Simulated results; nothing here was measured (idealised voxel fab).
This is a process module. Its name is voxel wiring stack.
Section shown: cut. Width: 190 nm. Cell size: 5 nm, square.
The cross-sections in this document take the form of a grid made of square cells. They are written out as bands, in order from top to bottom. Each band consists of one or more rows of cells. This entry defines a band. It first specifies the height of the band's top and the height of its bottom in nm, and then specifies the band's materials from left to right, stating each material with its width in nm. The word "full width" identifies a single material that fills the band from edge to edge, while the word "blank" identifies empty space. Heights are expressed relative to 0, this being the level below which the as-received wafer comprises one material exclusively. The lowest band is unbounded in the downward direction and is denoted as in "0..down". So if you see something like "30..40" for the width, read it as the top row of the band sitting at the first number and the bottom row at the second, with every row in between moving by the same amount as the last. Basically "remained the same" means that step didn't change any cell in the cross-section. You'll see "Closed internal voids" listing empty spaces that have no way open to the top, as long as they're 8 cells or more; the notation is width x height at distance, where the distance is from the left edge, and all of it is in nm. Post-settings text on a step line: simulator's own remark regarding the step. overlay nm: mask right of planned place by this much (step with mask). Neg. = left.

Steps planned for the process
1,RECEIVE | material Si
2,CONFORMAL_DEP | material SiO2 | thk nm 10
3,CONFORMAL_DEP | material SiCN | thk nm 5
4,DIRECTIONAL_DEP | material SiO2 | thk nm 25
5,MASKED_ETCH | tone open | mask id METAL_1 | width nm 30 | pitch nm 55 | etch materials SiO2 | depth nm 25 | overlay nm 0
6,MASKED_ETCH | tone open | mask id METAL_1 | width nm 30 | pitch nm 55 | etch materials SiCN | depth nm 5 | overlay nm 0
7,CONFORMAL_DEP | material TiN | thk nm 5
8,FILL_DEP | material Cu | thk nm 10
9,CMP | height nm 40
10,EPI | material Ru | thk nm 5
11,FILL_DEP | material SiCN | thk nm 5
12,DIRECTIONAL_DEP | material lowk | thk nm 10
13,MASKED_ETCH | tone open | mask id PLUG_1 | width nm 15 | pitch nm 55 | etch materials lowk | depth nm 10 | overlay nm 0
14,MASKED_ETCH | tone open | mask id PLUG_1 | width nm 15 | pitch nm 55 | etch materials SiCN | depth nm 5 | overlay nm 0
15,EPI | material Ru | thk nm 10
16,EPI | material Ru | thk nm 5
17,DIRECTIONAL_DEP | material TiN | thk nm 5
18,DIRECTIONAL_DEP | material W | thk nm 25
19,PATTERN | tone cover | mask id METAL_2 | material resist | width nm 30 | pitch nm 55 | thk nm 20 | overlay nm 0
20,DIRECTIONAL_ETCH | etch materials W | depth nm 25
21,DIRECTIONAL_ETCH | etch materials TiN | depth nm 5
22,STRIP | etch materials resist
23,CONFORMAL_DEP | material SiCN | thk nm 5
24,FILL_DEP | material lowk | thk nm 5
25,CMP | height nm 90
26,CONFORMAL_DEP | material SiCN | thk nm 5
27,DIRECTIONAL_DEP | material lowk | thk nm 15
28,DIRECTIONAL_DEP | material aC | thk nm 15
29,PATTERN | tone open | mask id PLUG_2 | material resist | width nm 15 | thk nm 30 | overlay nm 0
30,DIRECTIONAL_ETCH | etch materials aC | depth nm 15
31,STRIP | etch materials resist
32,DIRECTIONAL_ETCH | etch materials lowk | depth nm 15
33,DIRECTIONAL_ETCH | etch materials SiCN | depth nm 5
34,STRIP | etch materials aC
35,EPI | material Ru | thk nm 10
36,EPI | material Ru | thk nm 10
37,DIRECTIONAL_DEP | material TiN | thk nm 5
38,DIRECTIONAL_DEP | material Ru | thk nm 15
39,DIRECTIONAL_DEP | material aC | thk nm 15
40,PATTERN | tone cover | mask id METAL_3 | material resist | width nm 30 | pitch nm 55 | thk nm 30 | overlay nm -15
41,DIRECTIONAL_ETCH | etch materials aC | depth nm 15
42,STRIP | etch materials resist
43,DIRECTIONAL_ETCH | etch materials Ru | depth nm 15
44,DIRECTIONAL_ETCH | etch materials TiN | depth nm 5
45,STRIP | etch materials aC
46,CONFORMAL_DEP | material SiN | thk nm 5
47,FILL_DEP | material SiO2 | thk nm 10
48,CMP | height nm 130
49,CONFORMAL_DEP | material SiN | thk nm 5
Heads up: all these wafers start the same, and what changes between them is the overlay nm in step 40. The value you see in the plan is just what the first wafer got.

Cross-section of the first of several received wafers, showing its state after step 1
  0..down: Si full width
  Closed internal voids: none

Table: wafers, a row each; end-of-module cell change per material since receipt, gain (+), loss (-); then closed voids
overlay nm -15; +40 Cu; +82 Ru; +161 SiCN; +76 SiN; +272 SiO2; +56 TiN; +60 W; +279 lowk; Closed internal voids: none
overlay nm -10; +40 Cu; +82 Ru; +161 SiCN; +76 SiN; +272 SiO2; +56 TiN; +60 W; +279 lowk; Closed internal voids: none
overlay nm -5; +40 Cu; +82 Ru; +161 SiCN; +76 SiN; +272 SiO2; +56 TiN; +60 W; +279 lowk; Closed internal voids: none
overlay nm 0; +40 Cu; +82 Ru; +161 SiCN; +76 SiN; +272 SiO2; +56 TiN; +60 W; +279 lowk; Closed internal voids: none
overlay nm 5; +40 Cu; +82 Ru; +161 SiCN; +76 SiN; +272 SiO2; +56 TiN; +60 W; +279 lowk; Closed internal voids: none
overlay nm 10; +40 Cu; +82 Ru; +161 SiCN; +76 SiN; +272 SiO2; +56 TiN; +60 W; +279 lowk; Closed internal voids: none
overlay nm 15; +40 Cu; +82 Ru; +161 SiCN; +76 SiN; +272 SiO2; +56 TiN; +60 W; +279 lowk; Closed internal voids: none
